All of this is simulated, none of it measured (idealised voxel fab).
This section sets out a process module, namely voxel capacitor over wiring.
cross-section cut | 155 nm wide | cells 5 nm
If you're reading a cross-section in this doc, picture square cells in a grid; it comes to you as bands, top ones listed first down to the bottom, and a band can be one or more rows of cells.
Heads up on the band format: heights come first, top then bottom, in nm. After that it's the materials left to right, each with its width in nm. A single material flagged "edge to edge" fills the whole band edge to edge, and "air" means there's empty space there.
The reference from which all heights are counted is 0, the level beneath which the as-received wafer is entirely one material; the lowest band, having no lower bound, proceeds downward and is written after the example "0 down".
With a width like "30 to 40", each row of cells in the band differs from the next by the same amount, the top row carrying the first number and the bottom row the second.
A step reported as "remained the same" is a step in which no cell of the cross-section changed.
In "Sealed-off cavities" the enclosed voids are listed, meaning empty spaces of 8 cells or larger without any opening to the top. The form is width x height at distance, distance from the left edge, units nm.
On a step's line, text after the settings is the simulator commenting on that step.
Steps that use a mask can have "overlay nm" on their line. It says how far the mask sat to the right of where it was meant to be. Negative means to the left.
**The planned process steps are enumerated hereunder**
1) RECEIVE | material Si
2) CONFORMAL_DEP | material SiO2 | thk nm 10
3) CONFORMAL_DEP | material SiCN | thk nm 5
4) DIRECTIONAL_DEP | material SiO2 | thk nm 25
5) MASKED_ETCH | tone open | mask id METAL_1 | width nm 25 | pitch nm 95 | etch materials SiO2 | depth nm 25 | overlay nm 0
6) MASKED_ETCH | tone open | mask id METAL_1 | width nm 25 | pitch nm 95 | etch materials SiCN | depth nm 5 | overlay nm 0
7) CONFORMAL_DEP | material TiN | thk nm 5
8) FILL_DEP | material Cu | thk nm 5
9) CMP | height nm 40
10) EPI | material Ru | thk nm 5
11) FILL_DEP | material SiCN | thk nm 5
12) DIRECTIONAL_DEP | material SiO2 | thk nm 20
13) MASKED_ETCH | tone open | mask id PLUG_1 | width nm 15 | etch materials SiO2 | depth nm 20 | overlay nm 0
14) MASKED_ETCH | tone open | mask id PLUG_1 | width nm 15 | etch materials SiCN | depth nm 5 | overlay nm 0
15) CONFORMAL_DEP | material TiN | thk nm 5
16) FILL_DEP | material Ru | thk nm 10
17) CMP | height nm 70
18) DIRECTIONAL_DEP | material TiN | thk nm 5
19) DIRECTIONAL_DEP | material SiN | thk nm 5
20) DIRECTIONAL_DEP | material TiN | thk nm 5
21) DIRECTIONAL_DEP | material aC | thk nm 15
22) PATTERN | tone cover | mask id UPPER_PLATE | material resist | width nm 75 | thk nm 35 | overlay nm 0
23) DIRECTIONAL_ETCH | etch materials aC | depth nm 15
24) STRIP | etch materials resist
25) DIRECTIONAL_ETCH | etch materials TiN | depth nm 5
26) DIRECTIONAL_ETCH | etch materials SiN | depth nm 5
27) STRIP | etch materials aC
28) MASKED_ETCH | tone cover | mask id LOWER_PLATE | width nm 85 | etch materials TiN | depth nm 5 | overlay nm 0
29) FILL_DEP | material SiO2 | thk nm 20
30) CMP | height nm 100
31) MASKED_ETCH | tone open | mask id PLUG_2 | width nm 15 | etch materials SiO2 | depth nm 15 | overlay nm 0
32) CONFORMAL_DEP | material TiN | thk nm 5
33) FILL_DEP | material Cu | thk nm 5
34) CMP | height nm 100
35) CONFORMAL_DEP | material SiCN | thk nm 5
**Account of the first of two wafers, which was processed as intended**
**Cross-section: wafer on arrival = after step 1**
* 0 down  Si edge to edge
* Sealed-off cavities: none
**Cross-sectional representation of the wafer at the conclusion of step 2**
* 10 to 0  SiO2 edge to edge
* Below a height of 0, the structure has not been altered.
**Cross-sectional representation of the wafer at the conclusion of step 3**
* 15 to 10  SiCN edge to edge
* Below a height of 10, the structure has not been altered.
**Cross-sectional representation of the wafer at the conclusion of step 4**
* 40 to 15  SiO2 edge to edge
* Below a height of 15, the structure has not been altered.
**Cross-sectional representation of the wafer at the conclusion of step 5**
* 40 to 15  SiO2 15 nm, air 25 nm, SiO2 70 nm, air 25 nm, SiO2 20 nm
* Below a height of 15, the structure has not been altered.
**Cross-sectional representation of the wafer at the conclusion of step 6**
* 40 to 15  SiO2 15 nm, air 25 nm, SiO2 70 nm, air 25 nm, SiO2 20 nm
* 15 to 10  SiCN 15 nm, air 25 nm, SiCN 70 nm, air 25 nm, SiCN 20 nm
* Below a height of 10, the structure has not been altered.
**Cross-sectional representation of the wafer at the conclusion of step 7**
* 45 to 40  TiN 20 nm, air 15 nm, TiN 80 nm, air 15 nm, TiN 25 nm
* 40 to 15  SiO2 15 nm, TiN 5 nm, air 15 nm, TiN 5 nm, SiO2 70 nm, TiN 5 nm, air 15 nm, TiN 5 nm, SiO2 20 nm
* 15 to 10  SiCN 15 nm, TiN 25 nm, SiCN 70 nm, TiN 25 nm, SiCN 20 nm
* Below a height of 10, the structure has not been altered.
**Cross-sectional representation of the wafer at the conclusion of step 8**
* 50 to 45  Cu edge to edge
* 45 to 40  TiN 20 nm, Cu 15 nm, TiN 80 nm, Cu 15 nm, TiN 25 nm
* 40 to 15  SiO2 15 nm, TiN 5 nm, Cu 15 nm, TiN 5 nm, SiO2 70 nm, TiN 5 nm, Cu 15 nm, TiN 5 nm, SiO2 20 nm
* Below a height of 15, the structure has not been altered.
**Cross-sectional representation of the wafer at the conclusion of step 9**
* 40 to 15  SiO2 15 nm, TiN 5 nm, Cu 15 nm, TiN 5 nm, SiO2 70 nm, TiN 5 nm, Cu 15 nm, TiN 5 nm, SiO2 20 nm
* Below a height of 15, the structure has not been altered.
**Cross-sectional representation of the wafer at the conclusion of step 10**
* 45 to 40  air 10 nm, Ru 35 nm, air 60 nm, Ru 35 nm, air 15 nm
* Below a height of 40, the structure has not been altered.
**Cross-sectional representation of the wafer at the conclusion of step 11**
* 50 to 45  SiCN edge to edge
* 45 to 40  SiCN 10 nm, Ru 35 nm, SiCN 60 nm, Ru 35 nm, SiCN 15 nm
* Below a height of 40, the structure has not been altered.
**Cross-sectional representation of the wafer at the conclusion of step 12**
* 70 to 50  SiO2 edge to edge
* Below a height of 50, the structure has not been altered.
**Cross-sectional representation of the wafer at the conclusion of step 13**
* 70 to 50  SiO2 25 nm, air 15 nm, SiO2 115 nm
* Below a height of 50, the structure has not been altered.
**Cross-sectional representation of the wafer at the conclusion of step 14**
* 70 to 50  SiO2 25 nm, air 15 nm, SiO2 115 nm
* 50 to 45  SiCN 25 nm, air 15 nm, SiCN 115 nm
* Below a height of 45, the structure has not been altered.
**Cross-sectional representation of the wafer at the conclusion of step 15**
* 75 to 70  TiN 30 nm, air 5 nm, TiN 120 nm
* 70 to 50  SiO2 25 nm, TiN 5 nm, air 5 nm, TiN 5 nm, SiO2 115 nm
* 50 to 45  SiCN 25 nm, TiN 15 nm, SiCN 115 nm
* Below a height of 45, the structure has not been altered.
**Cross-sectional representation of the wafer at the conclusion of step 16**
* 85 to 75  Ru edge to edge
* 75 to 70  TiN 30 nm, Ru 5 nm, TiN 120 nm
* 70 to 50  SiO2 25 nm, TiN 5 nm, Ru 5 nm, TiN 5 nm, SiO2 115 nm
* Below a height of 50, the structure has not been altered.
**Cross-sectional representation of the wafer at the conclusion of step 17**
* 70 to 50  SiO2 25 nm, TiN 5 nm, Ru 5 nm, TiN 5 nm, SiO2 115 nm
* Below a height of 50, the structure has not been altered.
**Cross-sectional representation of the wafer at the conclusion of step 18**
* 75 to 70  TiN edge to edge
* Below a height of 70, the structure has not been altered.
**Cross-sectional representation of the wafer at the conclusion of step 19**
* 80 to 75  SiN edge to edge
* Below a height of 75, the structure has not been altered.
**Cross-sectional representation of the wafer at the conclusion of step 20**
* 85 to 80  TiN edge to edge
* Below a height of 80, the structure has not been altered.
**Cross-sectional representation of the wafer at the conclusion of step 21**
* 100 to 85  aC edge to edge
* Below a height of 85, the structure has not been altered.
**Cross-sectional representation of the wafer at the conclusion of step 22**
* 135 to 100  air 25 nm, resist 75 nm, air 55 nm
* Below a height of 100, the structure has not been altered.
**Cross-sectional representation of the wafer at the conclusion of step 23**
* 120 to 100  air 25 nm, resist 75 nm, air 55 nm
* 100 to 85  air 25 nm, aC 75 nm, air 55 nm
* Below a height of 85, the structure has not been altered.
**Cross-sectional representation of the wafer at the conclusion of step 24**
* 100 to 85  air 25 nm, aC 75 nm, air 55 nm
* Below a height of 85, the structure has not been altered.
**Cross-sectional representation of the wafer at the conclusion of step 25**
* 100 to 85  air 25 nm, aC 75 nm, air 55 nm
* 85 to 80  air 25 nm, TiN 75 nm, air 55 nm
* Below a height of 80, the structure has not been altered.
**Cross-sectional representation of the wafer at the conclusion of step 26**
* 100 to 85  air 25 nm, aC 75 nm, air 55 nm
* 85 to 80  air 25 nm, TiN 75 nm, air 55 nm
* 80 to 75  air 25 nm, SiN 75 nm, air 55 nm
* Below a height of 75, the structure has not been altered.
**Cross-sectional representation of the wafer at the conclusion of step 27**
* 85 to 80  air 25 nm, TiN 75 nm, air 55 nm
* Below a height of 80, the structure has not been altered.
**Cross-sectional representation of the wafer at the conclusion of step 28**
* 85 to 80  air 25 nm, TiN 75 nm, air 55 nm
* 80 to 75  air 25 nm, SiN 75 nm, air 55 nm
* 75 to 70  air 20 nm, TiN 85 nm, air 50 nm
* Below a height of 70, the structure has not been altered.
**Cross-sectional representation of the wafer at the conclusion of step 29**
* 105 to 85  SiO2 edge to edge
* 85 to 80  SiO2 25 nm, TiN 75 nm, SiO2 55 nm
* 80 to 75  SiO2 25 nm, SiN 75 nm, SiO2 55 nm
* 75 to 70  SiO2 20 nm, TiN 85 nm, SiO2 50 nm
* Below a height of 70, the structure has not been altered.
**Cross-sectional representation of the wafer at the conclusion of step 30**
* 100 to 85  SiO2 edge to edge
* Below a height of 85, the structure has not been altered.
**Cross-sectional representation of the wafer at the conclusion of step 31**
* 100 to 85  SiO2 35 nm, air 15 nm, SiO2 105 nm
* Below a height of 85, the structure has not been altered.
**Cross-sectional representation of the wafer at the conclusion of step 32**
* 105 to 100  TiN 40 nm, air 5 nm, TiN 110 nm
* 100 to 90  SiO2 35 nm, TiN 5 nm, air 5 nm, TiN 5 nm, SiO2 105 nm
* 90 to 80  SiO2 35 to 25 nm, TiN 15 to 75 nm, SiO2 105 to 55 nm
* Below a height of 80, the structure has not been altered.
**Cross-sectional representation of the wafer at the conclusion of step 33**
* 110 to 105  Cu edge to edge
* 105 to 100  TiN 40 nm, Cu 5 nm, TiN 110 nm
* 100 to 90  SiO2 35 nm, TiN 5 nm, Cu 5 nm, TiN 5 nm, SiO2 105 nm
* Below a height of 90, the structure has not been altered.
**Cross-sectional representation of the wafer at the conclusion of step 34**
* 100 to 90  SiO2 35 nm, TiN 5 nm, Cu 5 nm, TiN 5 nm, SiO2 105 nm
* Below a height of 90, the structure has not been altered.
**Cross-sectional representation of the wafer at the conclusion of step 35**
* 105 to 100  SiCN edge to edge
* Below a height of 100, the structure has not been altered.
**What follows concerns the second wafer, which started out like the first and was meant to follow the very same plan; one mistake crept in when it was run, but everything up to and including step 18 is the same as for the first wafer**
**The second wafer in cross-section, at the planned close of step 19**
* 80 to 70  TiN edge to edge
* Below a height of 70, the structure has not been altered.
**The second wafer in cross-section, at the planned close of step 20**
* 85 to 80  SiN edge to edge
* Below a height of 80, the structure has not been altered.
**The second wafer in cross-section, at the planned close of step 21**
* 100 to 85  aC edge to edge
* Below a height of 85, the structure has not been altered.
**The second wafer in cross-section, at the planned close of step 22**
* 135 to 100  air 25 nm, resist 75 nm, air 55 nm
* Below a height of 100, the structure has not been altered.
**The second wafer in cross-section, at the planned close of step 23**
* 120 to 100  air 25 nm, resist 75 nm, air 55 nm
* 100 to 85  air 25 nm, aC 75 nm, air 55 nm
* Below a height of 85, the structure has not been altered.
**The second wafer in cross-section, at the planned close of step 24**
* 100 to 85  air 25 nm, aC 75 nm, air 55 nm
* Below a height of 85, the structure has not been altered.
The second wafer in cross-section, at the planned close of step 25: remained the same
**The second wafer in cross-section, at the planned close of step 26**
* 100 to 85  air 25 nm, aC 75 nm, air 55 nm
* 85 to 80  air 25 nm, SiN 75 nm, air 55 nm
* Below a height of 80, the structure has not been altered.
**The second wafer in cross-section, at the planned close of step 27**
* 85 to 80  air 25 nm, SiN 75 nm, air 55 nm
* Below a height of 80, the structure has not been altered.
**The second wafer in cross-section, at the planned close of step 28**
* 85 to 80  air 25 nm, SiN 75 nm, air 55 nm
* 80 to 75  air 20 nm, TiN 85 nm, air 50 nm
* Below a height of 75, the structure has not been altered.
**The second wafer in cross-section, at the planned close of step 29**
* 105 to 85  SiO2 edge to edge
* 85 to 80  SiO2 25 nm, SiN 75 nm, SiO2 55 nm
* 80 to 75  SiO2 20 nm, TiN 85 nm, SiO2 50 nm
* Below a height of 75, the structure has not been altered.
**The second wafer in cross-section, at the planned close of step 30**
* 100 to 85  SiO2 edge to edge
* Below a height of 85, the structure has not been altered.
**The second wafer in cross-section, at the planned close of step 31**
* 100 to 85  SiO2 35 nm, air 15 nm, SiO2 105 nm
* Below a height of 85, the structure has not been altered.
**The second wafer in cross-section, at the planned close of step 32**
* 105 to 100  TiN 40 nm, air 5 nm, TiN 110 nm
* 100 to 90  SiO2 35 nm, TiN 5 nm, air 5 nm, TiN 5 nm, SiO2 105 nm
* 90 to 85  SiO2 35 nm, TiN 15 nm, SiO2 105 nm
* Below a height of 85, the structure has not been altered.
**The second wafer in cross-section, at the planned close of step 33**
* 110 to 105  Cu edge to edge
* 105 to 100  TiN 40 nm, Cu 5 nm, TiN 110 nm
* 100 to 90  SiO2 35 nm, TiN 5 nm, Cu 5 nm, TiN 5 nm, SiO2 105 nm
* Below a height of 90, the structure has not been altered.
**The second wafer in cross-section, at the planned close of step 34**
* 100 to 90  SiO2 35 nm, TiN 5 nm, Cu 5 nm, TiN 5 nm, SiO2 105 nm
* Below a height of 90, the structure has not been altered.
**The second wafer in cross-section, at the planned close of step 35**
* 105 to 100  SiCN edge to edge
* Below a height of 100, the structure has not been altered.
The mistake made against the process plan was this: transposition of steps 19 and 20 relative to the planned sequence
Final tally in cells, some materials are higher or lower on the second wafer than on the first: SiO2: 16 fewer | TiN: 16 more
